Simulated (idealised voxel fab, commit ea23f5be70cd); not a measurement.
Name of the process module below: voxel plated lines
cross-section cut | 270 nm wide | cells 5 nm
For the purposes of this document, a cross-section shall be understood as a grid of square cells, specified as bands listed in top-to-bottom order, each band consisting of one or more rows of cells.
Band: top and bottom heights (nm) first, top before bottom; then materials from left to right, widths in nm. "all across" marks a sole material filling the band edge to edge. "blank" denotes empty space.
Measure heights from 0. That's the level where, below it, the as-received wafer is all one material. The lowest band is bottomless and extends downward; write it as in "from 0 down".
Quick explanation for "30 to 40": the width changes in equal steps down the rows of cells, from the first number in the band's top row to the second number in its bottom row.
A step reported as "no alteration" is a step in which no cell of the cross-section changed.
So "Closed void listing" is basically the list of trapped voids: any empty space of 8 cells or more that can't reach the top through an opening. They're written width x height at distance, the distance being from the left edge, and it's all nm.
Formally, on a step line, whatever follows the settings is a remark that the simulator itself makes on the step.
"overlay nm" answers the question of how far to the right of plan the mask lay on a step that has a mask, and when it is negative the answer is to the left.
Here's what the planned process steps look like:
step 1: RECEIVE with material Si
step 2: CONFORMAL_DEP with material SiN, thk nm 5
step 3: DIRECTIONAL_DEP with material TiN, thk nm 5
step 4: PATTERN with tone open, mask id LINES, material resist, width nm 20, pitch nm 40, thk nm 20, overlay nm -15
step 5: EPI with material Ru, thk nm 5
step 6: STRIP with etch materials resist
step 7: DIRECTIONAL_ETCH with etch materials TiN, depth nm 5
step 8: CONFORMAL_DEP with material SiCN, thk nm 5
varied across the wafers: overlay nm of step 4. The plan shows the first wafer's value. All wafers start alike
The first of several wafers in cross-section, exactly as it reached us after step 1:
  from 0 down: Si all across
  Closed void listing: none
Once step 8, the last step, is complete, the module is at its end; this is the cross-section of the first of several wafers:
  from 20 to 15: blank: 85, then SiCN: 30, then blank: 10, then SiCN: 30, then blank: 115
  from 15 to 10: blank: 85, then SiCN: 5, then Ru: 20, then SiCN: 5, then blank: 10, then SiCN: 5, then Ru: 20, then SiCN: 5, then blank: 115
  from 10 to 5: SiCN: 90, then TiN: 20, then SiCN: 20, then TiN: 20, then SiCN: 120
  from 5 to 0: SiN all across
  from 0 down: Si all across
  Closed void listing: none
Here's the last wafer cross-sectioned at the end of the module:
  from 20 to 15: blank: 115, then SiCN: 30, then blank: 10, then SiCN: 30, then blank: 85
  from 15 to 10: blank: 115, then SiCN: 5, then Ru: 20, then SiCN: 5, then blank: 10, then SiCN: 5, then Ru: 20, then SiCN: 5, then blank: 85
  from 10 to 5: SiCN: 120, then TiN: 20, then SiCN: 20, then TiN: 20, then SiCN: 90
  from 5 to 0: SiN all across
  from 0 down: Si all across
  Closed void listing: none
Every row in this table is a wafer at the end of the module, and it gives, for each of the materials, the cells that wafer has gained (+) or lost (-) since it was received, then its closed voids:
overlay nm -15 | +8 Ru | +62 SiCN | +54 SiN | +8 TiN | Closed void listing: none
overlay nm -10 | +8 Ru | +62 SiCN | +54 SiN | +8 TiN | Closed void listing: none
overlay nm -5 | +8 Ru | +62 SiCN | +54 SiN | +8 TiN | Closed void listing: none
overlay nm 0 | +8 Ru | +62 SiCN | +54 SiN | +8 TiN | Closed void listing: none
overlay nm 5 | +8 Ru | +62 SiCN | +54 SiN | +8 TiN | Closed void listing: none
overlay nm 10 | +8 Ru | +62 SiCN | +54 SiN | +8 TiN | Closed void listing: none
overlay nm 15 | +8 Ru | +62 SiCN | +54 SiN | +8 TiN | Closed void listing: none
